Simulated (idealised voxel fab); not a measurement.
process module | voxel self aligned vias
cross-section cut | 260 nm wide | cells 5 nm
A cross-section is a grid of square cells, given in bands from the top down. A band is one or more rows of cells.
Each band's line starts with the height of the band's top and of its bottom, in nm. Then come its materials from left to right, each with its width in nm. One material with "throughout" fills the band from edge to edge. "air" is empty space.
Height 0 is the level under which the wafer as received is all one material. The lowest band goes on downwards, as in "0 down".
A width such as "30 to 40" changes by the same amount from each row of cells to the next, from the band's top row to its bottom row.
"no change" after a step means that no cell of the cross-section changed.
closed voids: empty space of 8 cells or more with no open way to the top, each as width x height at its distance from the left edge, in nm
after a step's settings: what the simulator itself notes on the step
overlay nm, on a step with a mask: how far to the right of its planned place the mask lay; to the left if negative
plan
1 op RECEIVE | material Si
2 op CONFORMAL_DEP | material SiO2 | thk nm 15
3 op CONFORMAL_DEP | material SiCN | thk nm 5
4 op DIRECTIONAL_DEP | material lowk | thk nm 20
5 op PATTERN | tone open | mask id LINES | material resist | width nm 20 | pitch nm 60 | thk nm 15 | overlay nm 0
6 op DIRECTIONAL_ETCH | etch materials lowk | depth nm 20
7 op STRIP | etch materials resist
8 op CONFORMAL_DEP | material TiN | thk nm 5
9 op FILL_DEP | material Ru | thk nm 10
10 op CMP | height nm 40
11 op SELECTIVE_ETCH | etch materials W Ru TiN | depth nm 10
12 op FILL_DEP | material SiN | thk nm 5
13 op CMP | height nm 40
14 op DIRECTIONAL_DEP | material lowk | thk nm 20
15 op MASKED_ETCH | tone open | mask id VIAS | width nm 40 | etch materials lowk | depth nm 20 | overlay nm 0
16 op MASKED_ETCH | tone open | mask id VIAS | width nm 40 | etch materials SiN | depth nm 10 | overlay nm 0
17 op CONFORMAL_DEP | material TiN | thk nm 5
18 op FILL_DEP | material Cu | thk nm 10
19 op CMP | height nm 60
20 op CONFORMAL_DEP | material SiCN | thk nm 5
first wafer, as planned
as received, after step 1
  0 down: Si throughout
  closed voids: none
after step 2
  15 to 0: SiO2 throughout
  below 0: unchanged
after step 3
  20 to 15: SiCN throughout
  below 15: unchanged
after step 4
  40 to 20: lowk throughout
  below 20: unchanged
after step 5
  55 to 40: resist 90 | air 20 | resist 40 | air 20 | resist 90
  below 40: unchanged
after step 6
  55 to 40: resist 90 | air 20 | resist 40 | air 20 | resist 90
  40 to 20: lowk 90 | air 20 | lowk 40 | air 20 | lowk 90
  below 20: unchanged
after step 7
  40 to 20: lowk 90 | air 20 | lowk 40 | air 20 | lowk 90
  below 20: unchanged
after step 8
  45 to 40: TiN 95 | air 10 | TiN 50 | air 10 | TiN 95
  40 to 25: lowk 90 | TiN 5 | air 10 | TiN 5 | lowk 40 | TiN 5 | air 10 | TiN 5 | lowk 90
  25 to 20: lowk 90 | TiN 20 | lowk 40 | TiN 20 | lowk 90
  below 20: unchanged
after step 9
  55 to 45: Ru throughout
  45 to 40: TiN 95 | Ru 10 | TiN 50 | Ru 10 | TiN 95
  40 to 25: lowk 90 | TiN 5 | Ru 10 | TiN 5 | lowk 40 | TiN 5 | Ru 10 | TiN 5 | lowk 90
  below 25: unchanged
after step 10
  40 to 25: lowk 90 | TiN 5 | Ru 10 | TiN 5 | lowk 40 | TiN 5 | Ru 10 | TiN 5 | lowk 90
  below 25: unchanged
after step 11
  40 to 30: lowk 90 | air 20 | lowk 40 | air 20 | lowk 90
  below 30: unchanged
after step 12
  45 to 40: SiN throughout
  40 to 30: lowk 90 | SiN 20 | lowk 40 | SiN 20 | lowk 90
  below 30: unchanged
after step 13
  40 to 30: lowk 90 | SiN 20 | lowk 40 | SiN 20 | lowk 90
  below 30: unchanged
after step 14
  60 to 40: lowk throughout
  below 40: unchanged
after step 15
  60 to 40: lowk 80 | air 40 | lowk 140
  below 40: unchanged
after step 16
  60 to 40: lowk 80 | air 40 | lowk 140
  40 to 30: lowk 90 | air 20 | lowk 40 | SiN 20 | lowk 90
  below 30: unchanged
after step 17
  65 to 60: TiN 85 | air 30 | TiN 145
  60 to 45: lowk 80 | TiN 5 | air 30 | TiN 5 | lowk 140
  45 to 40: lowk 80 | TiN 15 | air 10 | TiN 15 | lowk 140
  40 to 35: lowk 90 | TiN 5 | air 10 | TiN 5 | lowk 40 | SiN 20 | lowk 90
  35 to 30: lowk 90 | TiN 20 | lowk 40 | SiN 20 | lowk 90
  below 30: unchanged
after step 18
  75 to 65: Cu throughout
  65 to 60: TiN 85 | Cu 30 | TiN 145
  60 to 45: lowk 80 | TiN 5 | Cu 30 | TiN 5 | lowk 140
  45 to 40: lowk 80 | TiN 15 | Cu 10 | TiN 15 | lowk 140
  40 to 35: lowk 90 | TiN 5 | Cu 10 | TiN 5 | lowk 40 | SiN 20 | lowk 90
  below 35: unchanged
after step 19
  60 to 45: lowk 80 | TiN 5 | Cu 30 | TiN 5 | lowk 140
  below 45: unchanged
after step 20
  65 to 60: SiCN throughout
  below 60: unchanged
second wafer: like start, like plan, one mistake. Through step 4 it matches the first wafer
when step 5 should have ended
  55 to 40: resist 85 | air 30 | resist 30 | air 30 | resist 85
  below 40: unchanged
when step 6 should have ended
  55 to 40: resist 85 | air 30 | resist 30 | air 30 | resist 85
  40 to 20: lowk 85 | air 30 | lowk 30 | air 30 | lowk 85
  below 20: unchanged
when step 7 should have ended
  40 to 20: lowk 85 | air 30 | lowk 30 | air 30 | lowk 85
  below 20: unchanged
when step 8 should have ended
  45 to 40: TiN 90 | air 20 | TiN 40 | air 20 | TiN 90
  40 to 25: lowk 85 | TiN 5 | air 20 | TiN 5 | lowk 30 | TiN 5 | air 20 | TiN 5 | lowk 85
  25 to 20: lowk 85 | TiN 30 | lowk 30 | TiN 30 | lowk 85
  below 20: unchanged
when step 9 should have ended
  55 to 45: Ru throughout
  45 to 40: TiN 90 | Ru 20 | TiN 40 | Ru 20 | TiN 90
  40 to 25: lowk 85 | TiN 5 | Ru 20 | TiN 5 | lowk 30 | TiN 5 | Ru 20 | TiN 5 | lowk 85
  below 25: unchanged
when step 10 should have ended
  40 to 25: lowk 85 | TiN 5 | Ru 20 | TiN 5 | lowk 30 | TiN 5 | Ru 20 | TiN 5 | lowk 85
  below 25: unchanged
when step 11 should have ended
  40 to 30: lowk 85 | air 30 | lowk 30 | air 30 | lowk 85
  below 30: unchanged
when step 12 should have ended
  45 to 40: SiN throughout
  40 to 30: lowk 85 | SiN 30 | lowk 30 | SiN 30 | lowk 85
  below 30: unchanged
when step 13 should have ended
  40 to 30: lowk 85 | SiN 30 | lowk 30 | SiN 30 | lowk 85
  below 30: unchanged
when step 14 should have ended
  60 to 40: lowk throughout
  below 40: unchanged
when step 15 should have ended
  60 to 40: lowk 80 | air 40 | lowk 140
  below 40: unchanged
when step 16 should have ended
  60 to 40: lowk 80 | air 40 | lowk 140
  40 to 30: lowk 85 | air 30 | lowk 30 | SiN 30 | lowk 85
  below 30: unchanged
when step 17 should have ended
  65 to 60: TiN 85 | air 30 | TiN 145
  60 to 45: lowk 80 | TiN 5 | air 30 | TiN 5 | lowk 140
  45 to 40: lowk 80 | TiN 10 | air 20 | TiN 10 | lowk 140
  40 to 35: lowk 85 | TiN 5 | air 20 | TiN 5 | lowk 30 | SiN 30 | lowk 85
  35 to 30: lowk 85 | TiN 30 | lowk 30 | SiN 30 | lowk 85
  below 30: unchanged
when step 18 should have ended
  75 to 65: Cu throughout
  65 to 60: TiN 85 | Cu 30 | TiN 145
  60 to 45: lowk 80 | TiN 5 | Cu 30 | TiN 5 | lowk 140
  45 to 40: lowk 80 | TiN 10 | Cu 20 | TiN 10 | lowk 140
  40 to 35: lowk 85 | TiN 5 | Cu 20 | TiN 5 | lowk 30 | SiN 30 | lowk 85
  below 35: unchanged
when step 19 should have ended
  60 to 45: lowk 80 | TiN 5 | Cu 30 | TiN 5 | lowk 140
  below 45: unchanged
when step 20 should have ended
  65 to 60: SiCN throughout
  below 60: unchanged
what went wrong: step 5 ran as: op PATTERN | tone open | mask id LINES | material resist | width nm 30 | pitch nm 60 | thk nm 15 | overlay nm 0
at the end the second wafer has, in cells: 4 more of Cu | 4 more of Ru | 4 more of SiN | 4 more of TiN | 16 fewer of lowk
